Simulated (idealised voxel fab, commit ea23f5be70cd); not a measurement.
Process module in this document: voxel spacer lines
cross-section cut | 250 nm wide | cells 5 nm
The cross-sections in this document take the form of a grid made of square cells. They are written out as bands, in order from top to bottom. Each band consists of one or more rows of cells. Band entry format. Leading values: height of top, height of bottom, nm. Remainder: materials in left-to-right order, each with its width in nm. Special words: "everywhere" on a single material, which then fills the band edge to edge; "blank", empty space. Below 0: as-received wafer, all one material; heights counted from there. Lowest band: no bottom, goes on down, written "z 0 and below". When a width is written as two numbers, as in "30 to 40", the first number is the width in the top row of cells of the band and the second is the width in its bottom row, and the width changes by the same amount from each row to the next. Reading "no modification" for a step: not a cell of the cross-section changed in it. Empty spaces without an open route to the top, at least 8 cells in extent, make up the entry "Cavities, closed"; each is given as width x height at distance, where the distance is measured from the left edge, and all are in nm. On each step's line, the part that comes after the settings is the simulator's own comment on the step. overlay nm: how far to the right of its planned place the mask lay on this masked step (negative: to the left).

## The planned process steps are enumerated hereunder
| 1 | RECEIVE [material Si] |
| 2 | CONFORMAL_DEP [material Al2O3] [thk nm 10] |
| 3 | DIRECTIONAL_DEP [material W] [thk nm 10] |
| 4 | DIRECTIONAL_DEP [material aC] [thk nm 25] |
| 5 | PATTERN [tone cover] [mask id MANDREL] [material resist] [width nm 15] [pitch nm 60] [thk nm 30] [overlay nm 0] |
| 6 | DIRECTIONAL_ETCH [etch materials aC] [depth nm 25] |
| 7 | STRIP [etch materials resist] |
| 8 | CONFORMAL_DEP [material SiO2] [thk nm 15] |
| 9 | DIRECTIONAL_ETCH [etch materials SiO2] [depth nm 15] |
| 10 | STRIP [etch materials aC] |
| 11 | DIRECTIONAL_ETCH [etch materials W] [depth nm 10] |
| 12 | STRIP [etch materials SiO2] |
| 13 | FILL_DEP [material SiO2] [thk nm 10] |
| 14 | CMP [height nm 20] |

## So this is the incoming wafer in cross-section - it's already been through step 1
> z 0 and below = Si everywhere
> Cavities, closed: none

## Module complete - cross-section of the first of two wafers, run according to plan
> z 20 to 10 = SiO2 70 nm | W 15 nm | SiO2 15 nm | W 15 nm | SiO2 15 nm | W 15 nm | SiO2 15 nm | W 15 nm | SiO2 75 nm
> z 10 to 0 = Al2O3 everywhere
> z 0 and below = Si everywhere
> Cavities, closed: none

## End of module, second wafer, cross-section. Started like the first, planned like the first, run with one mistake
> z 20 to 10 = SiO2 70 nm | W 15 nm | SiO2 20 nm | W 15 nm | SiO2 10 nm | W 15 nm | SiO2 20 nm | W 15 nm | SiO2 70 nm
> z 10 to 0 = Al2O3 everywhere
> z 0 and below = Si everywhere
> Cavities, closed: none
Deviation from plan: rather than as planned, step 5 actually ran as PATTERN [tone cover] [mask id MANDREL] [material resist] [width nm 20] [pitch nm 60] [thk nm 30] [overlay nm 0]
At the end, the second wafer has the same number of cells of each material as the first, but those cells sit in other places.
